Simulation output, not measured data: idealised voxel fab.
Process module, titled voxel released beams
Shown is cross-section cut, with a width of 220 nm and square cells of size 5 nm.
In this document a cross-section is written as a grid of square cells. It is given as a series of bands, listed from the top down, and a band is one or more rows of cells.
Within each band entry, the heights of the top and of the bottom of the band appear first, in that order and in nm; the materials of the band then follow from left to right, each with its corresponding width in nm. The designation "full width" on a single material indicates that it fills the band from edge to edge; the designation "blank" indicates empty space.
The reference from which all heights are counted is 0, the level beneath which the as-received wafer is entirely one material; the lowest band, having no lower bound, proceeds downward and is written after the example "0 and below".
Width spec "30 to 40" -> top row of cells at first value, bottom row at second value, equal per-row change in between.
"nothing was modified" for a step: no cell of the cross-section changed in that step.
Voids not open to the top, 8 cells minimum: see "Closed internal voids". Written width x height at distance; distance is from the left edge; nm.
What comes after the settings on a step's line is commentary from the simulator itself on that step.
Among the settings permitted on a step's line is "overlay nm"; applied to a step with a mask, it specifies the extent to which the mask lay to the right of its planned position, whereas a negative figure signifies a position to the left.

### Listed below are the process steps as planned
1 RECEIVE | material Si
2 CONFORMAL_DEP | material SiN | thk nm 5
3 DIRECTIONAL_DEP | material SiO2 | thk nm 10
4 MASKED_ETCH | tone open | mask id ANCHOR | width nm 25 | etch materials SiO2 | depth nm 10 | overlay nm 0
5 CONFORMAL_DEP | material TiN | thk nm 15
6 DIRECTIONAL_DEP | material aC | thk nm 10
7 PATTERN | tone cover | mask id BEAM | material resist | width nm 90 | thk nm 30 | overlay nm 0
8 DIRECTIONAL_ETCH | etch materials aC | depth nm 10
9 STRIP | etch materials resist
10 DIRECTIONAL_ETCH | etch materials TiN | depth nm 15
11 STRIP | etch materials aC
12 STRIP | etch materials SiO2
For this document, wafers share an identical start and vary in the step 4 width nm; the plan quotes the first wafer's value.

### Step 1 complete: as-received cross-section of the first of several wafers
> 0 and below  Si full width
> Closed internal voids: none

### Here is how to read the rows: every wafer has a row, and it shows the wafer at the end of the module, giving for each material how many cells were gained (+) or lost (-) since the wafer was received, then listing its closed voids
width nm 25 | +44 SiN | +64 TiN | Closed internal voids: none
width nm 30 | +44 SiN | +66 TiN | Closed internal voids: none
width nm 35 | +44 SiN | +66 TiN | Closed internal voids: none
width nm 40 | +44 SiN | +66 TiN | Closed internal voids: none
width nm 45 | +44 SiN | +66 TiN | Closed internal voids: none
width nm 50 | +44 SiN | +66 TiN | Closed internal voids: none
